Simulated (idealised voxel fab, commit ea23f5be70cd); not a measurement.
Process module heading - voxel double patterning
In the cross-section labelled cut, the width is 175 nm and each square cell is 5 nm.
Bands, listed from the top down, are how a cross-section gets written in this document; the cross-section itself is a grid of square cells, and a band is one or more rows of them. Within each band entry, the heights of the top and of the bottom of the band appear first, in that order and in nm; the materials of the band then follow from left to right, each with its corresponding width in nm. The designation "full width" on a single material indicates that it fills the band from edge to edge; the designation "blank" indicates empty space. Counting heights begins at 0, where everything beneath is, in the wafer as received, one material. The lowest band has no bottom; it goes on downwards, as "0..down" shows. The expression "30..40" gives the width at the extremes of the band, the first number at its top row of cells and the second at its bottom row, with the width changing by equal amounts from each row to the next in between. "left unchanged", as given for a step, is the statement that not any cell of the cross-section underwent a change during that step. "Enclosed internal cavities" - sealed voids, min. 8 cells, no opening to top; format: width x height at distance (distance from left edge; nm throughout). Past the settings on a step's line: simulator remark, on that step. overlay nm: step with mask; distance mask lay right of planned place; negative value = left of planned place.

Planned process steps
1: RECEIVE (material Si)
2: CONFORMAL_DEP (material SiO2; thk nm 10)
3: DIRECTIONAL_DEP (material TiN; thk nm 10)
4: DIRECTIONAL_DEP (material SiCN; thk nm 5)
5: PATTERN (tone open; mask id FIRST; material resist; width nm 15; pitch nm 50; thk nm 15; overlay nm 0)
6: DIRECTIONAL_ETCH (etch materials SiCN; depth nm 5)
7: STRIP (etch materials resist)
8: PATTERN (tone open; mask id SECOND; material resist; width nm 15; thk nm 15; overlay nm 0)
9: DIRECTIONAL_ETCH (etch materials SiCN; depth nm 5)
10: STRIP (etch materials resist)
11: DIRECTIONAL_ETCH (etch materials TiN; depth nm 20)
12: STRIP (etch materials SiCN)
Keep in mind the plan's value for the thk nm of step 3 comes from the first wafer; the wafers don't share that setting, but they do share the same starting point.

Cross-section of the first of several wafers as received (after step 1)
* 0..down: Si full width
* Enclosed internal cavities: none

Cross-section, first of several wafers, end of module, after last step 12
* 20..10: TiN=55, then blank=15, then TiN=10, then blank=15, then TiN=10, then blank=15, then TiN=55
* 10..0: SiO2 full width
* 0..down: Si full width
* Enclosed internal cavities: none

Here we cross-sectioned the last of the wafers once the module was done
* 45..25: TiN=55, then blank=15, then TiN=10, then blank=15, then TiN=10, then blank=15, then TiN=55
* 25..10: TiN full width
* 10..0: SiO2 full width
* 0..down: Si full width
* Enclosed internal cavities: none

The rows of the table below are wafers. Looking at the end of the module, a row counts, for every material, the cells the wafer has gained, shown as (+), or lost, shown as (-), since it was received; its closed voids come next
thk nm 10; +70 SiO2; +52 TiN; Enclosed internal cavities: none
thk nm 15; +70 SiO2; +78 TiN; Enclosed internal cavities: none
thk nm 20; +70 SiO2; +104 TiN; Enclosed internal cavities: none
thk nm 25; +70 SiO2; +139 TiN; Enclosed internal cavities: none
thk nm 30; +70 SiO2; +174 TiN; Enclosed internal cavities: none
thk nm 35; +70 SiO2; +209 TiN; Enclosed internal cavities: none
